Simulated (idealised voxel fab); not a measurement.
process module | voxel ribs on slabs
cross-section cut | 260 nm wide | cells 5 nm
A cross-section is a grid of square cells, given in bands from the top down. A band is one or more rows of cells.
Each band's line starts with the height of the band's top and of its bottom, in nm. Then come its materials from left to right, each with its width in nm. One material with "throughout" fills the band from edge to edge. "air" is empty space.
Height 0 is the level under which the wafer as received is all one material. The lowest band goes on downwards, as in "0 down".
A width such as "30 to 40" changes by the same amount from each row of cells to the next, from the band's top row to its bottom row.
"no change" after a step means that no cell of the cross-section changed.
closed voids: empty space of 8 cells or more with no open way to the top, each as width x height at its distance from the left edge, in nm
after a step's settings: what the simulator itself notes on the step
overlay nm, on a step with a mask: how far to the right of its planned place the mask lay; to the left if negative
plan
1 op RECEIVE | material Si
2 op DIRECTIONAL_DEP | material SiO2 | thk nm 30
3 op DIRECTIONAL_DEP | material SiN | thk nm 15
4 op PATTERN | tone cover | mask id RIB | material resist | width nm 25 | thk nm 15 | overlay nm 0
5 op DIRECTIONAL_ETCH | etch materials SiN | depth nm 5
6 op STRIP | etch materials resist
7 op MASKED_ETCH | tone cover | mask id SLAB | width nm 55 | etch materials SiN | depth nm 10 | overlay nm 0
8 op FILL_DEP | material SiO2 | thk nm 25
9 op CMP | height nm 65
10 op DIRECTIONAL_DEP | material TiN | thk nm 5
11 op MASKED_ETCH | tone cover | mask id HEATER | width nm 35 | etch materials TiN | depth nm 5 | overlay nm 0
12 op CONFORMAL_DEP | material SiO2 | thk nm 5
as received, after step 1
  0 down: Si throughout
  closed voids: none
a wafer at the end: this start, this plan, one mistake
  75 to 70: air 105 | SiO2 45 | air 110
  70 to 65: SiO2 110 | TiN 35 | SiO2 115
  65 to 50: SiO2 throughout
  50 to 45: SiO2 115 | SiN 25 | SiO2 120
  45 to 35: SiO2 100 | SiN 55 | SiO2 105
  35 to 30: SiN throughout
  30 to 0: SiO2 throughout
  0 down: Si throughout
  closed voids: none
what went wrong: step 3 ran as: op DIRECTIONAL_DEP | material SiN | thk nm 20
